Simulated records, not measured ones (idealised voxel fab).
The process module presented herein is designated voxel self aligned vias.
cross-section cut | 250 nm wide | cells 5 nm
Just so we're on the same page, the cross-sections are grids of square cells, and they're listed out in bands top to bottom, each band one or more rows deep.
Each band's line starts with the height of the band's top and of its bottom, in nm. Then come its materials from left to right, each with its width in nm. One material with "everywhere" fills the band from edge to edge. "blank" is empty space.
Convention: height 0 is the level below which the wafer, as received, is all one material. The lowest band does not terminate at the bottom but continues downward, represented as "top 0, no bottom".
The expression "30 to 40" gives the width at the extremes of the band, the first number at its top row of cells and the second at its bottom row, with the width changing by equal amounts from each row to the next in between.
"nothing different" means the step left every cell of the cross-section as it was.
"Sealed cavities" contains a list of empty spaces, each no smaller than 8 cells and without an open way to the top, written in the form width x height at distance with the distance from the left edge and all three in nm.
Formally, on a step line, whatever follows the settings is a remark that the simulator itself makes on the step.
overlay nm, on a step with a mask: how far to the right of its planned place the mask lay; to the left if negative

Below is the list of planned process steps:
1. RECEIVE [material Si]
2. CONFORMAL_DEP [material SiO2] [thk nm 15]
3. CONFORMAL_DEP [material SiCN] [thk nm 5]
4. DIRECTIONAL_DEP [material lowk] [thk nm 25]
5. MASKED_ETCH [tone open] [mask id LINES] [width nm 25] [pitch nm 60] [etch materials lowk] [depth nm 25] [overlay nm 0]
6. CONFORMAL_DEP [material TiN] [thk nm 5]
7. FILL_DEP [material Ru] [thk nm 5]
8. CMP [height nm 45]
9. SELECTIVE_ETCH [etch materials W Ru TiN] [depth nm 10]
10. FILL_DEP [material SiN] [thk nm 5]
11. CMP [height nm 45]
12. DIRECTIONAL_DEP [material lowk] [thk nm 20]
13. PATTERN [tone open] [mask id VIAS] [material resist] [width nm 45] [thk nm 20] [overlay nm 0]
14. DIRECTIONAL_ETCH [etch materials lowk] [depth nm 20]
15. DIRECTIONAL_ETCH [etch materials SiN] [depth nm 10]
16. STRIP [etch materials resist]
17. CONFORMAL_DEP [material TiN] [thk nm 5]
18. FILL_DEP [material Ru] [thk nm 5]
19. CMP [height nm 65]
20. CONFORMAL_DEP [material SiCN] [thk nm 5]

Shown in cross-section is the wafer as received, that is, as it stands after step 1:
	top 0, no bottom = Si everywhere
	Sealed cavities: none

The module was run from the start shown above using the plan shown above, but one mistake was made doing it; the resulting wafer cross-section is below:
	top 70, bottom 65 = SiCN everywhere
	top 65, bottom 50 = lowk (70); TiN (5); Ru (40); TiN (5); lowk (130)
	top 50, bottom 45 = lowk (70); TiN (15); Ru (15); TiN (20); lowk (130)
	top 45, bottom 40 = lowk (80); TiN (5); Ru (15); TiN (5); lowk (35); SiN (25); lowk (85)
	top 40, bottom 35 = lowk (80); TiN (25); lowk (35); SiN (25); lowk (85)
	top 35, bottom 25 = lowk (80); TiN (5); Ru (15); TiN (5); lowk (35); TiN (5); Ru (15); TiN (5); lowk (85)
	top 25, bottom 20 = lowk (80); TiN (25); lowk (35); TiN (25); lowk (85)
	top 20, bottom 15 = SiCN everywhere
	top 15, bottom 0 = SiO2 everywhere
	top 0, no bottom = Si everywhere
	Sealed cavities: none
Short version of what went wrong: contrary to plan, step 13 was performed as PATTERN [tone open] [mask id VIAS] [material resist] [width nm 50] [thk nm 20] [overlay nm 0]
